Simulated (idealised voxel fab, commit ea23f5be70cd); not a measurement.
Process module under the name voxel released beams
This is section cut - it's 195 nm across, gridded in 5 nm square cells.
Format of a cross-section: grid, square cells. Given as bands. Order: top down. Band: one or more rows of cells.
Per band: top height and bottom height in nm, followed by the left-to-right materials and their widths in nm; "all across" marks a single material spanning edge to edge, "empty" marks empty space.
For the purposes of this specification, 0 denotes the height below which the wafer in its as-received condition is composed wholly of one material, and the lowermost band, lacking a lower limit, extends downward without end, as expressed in "top 0, no bottom".
Think of "30..40" as a width that walks from the first number to the second as you go down the band, top row to bottom row, taking equal-sized steps from row to row.
A step reported as "identical to before" is a step in which no cell of the cross-section changed.
Basically, "Closed-off voids" tells you about the enclosed voids: empty spaces with no open way to the top, 8 cells or bigger, each written width x height at distance, where distance is from the left edge, all in nm.
The remark found on a step's line after its settings is issued by the simulator itself and pertains to that step.
You can add "overlay nm" to a step's line. For a step with a mask, it describes how far the mask lay to the right of its planned position, and a negative number describes a lay to the left.

[Steps planned for the process]
1. op RECEIVE | material Si
2. op CONFORMAL_DEP | material Al2O3 | thk nm 10
3. op DIRECTIONAL_DEP | material SiO2 | thk nm 15
4. op DIRECTIONAL_DEP | material aC | thk nm 10
5. op PATTERN | tone open | mask id ANCHOR | material resist | width nm 40 | thk nm 30 | overlay nm 0
6. op DIRECTIONAL_ETCH | etch materials aC | depth nm 10
7. op STRIP | etch materials resist
8. op DIRECTIONAL_ETCH | etch materials SiO2 | depth nm 15
9. op STRIP | etch materials aC
10. op CONFORMAL_DEP | material SiN | thk nm 15
11. op MASKED_ETCH | tone cover | mask id BEAM | width nm 85 | etch materials SiN | depth nm 15 | overlay nm 0
12. op STRIP | etch materials SiO2

[Wafer cross-section on receipt, i.e. after step 1]
- top 0, no bottom  Si all across
- Closed-off voids: none

[First of two wafers, end-of-module section, run followed plan]
- top 40, bottom 25  empty (50) / SiN (20) / empty (10) / SiN (55) / empty (60)
- top 25, bottom 10  empty (55) / SiN (40) / empty (100)
- top 10, bottom 0  Al2O3 all across
- top 0, no bottom  Si all across
- Closed-off voids: none

[Wafer two cross-section, module end. Start and plan unchanged from wafer one; one mistake made during the run]
- top 25, bottom 10  empty (55) / SiN (15) / empty (10) / SiN (15) / empty (100)
- top 10, bottom 0  Al2O3 all across
- top 0, no bottom  Si all across
- Closed-off voids: none
Want to know what went wrong? so step 11 ended up running with a different setting than we planned, it ran as op MASKED_ETCH | tone open | mask id BEAM | width nm 85 | etch materials SiN | depth nm 15 | overlay nm 0
It is noted that, at the conclusion of processing, the second wafer exhibits a higher or lower cell count for certain materials relative to the first: -51 SiN
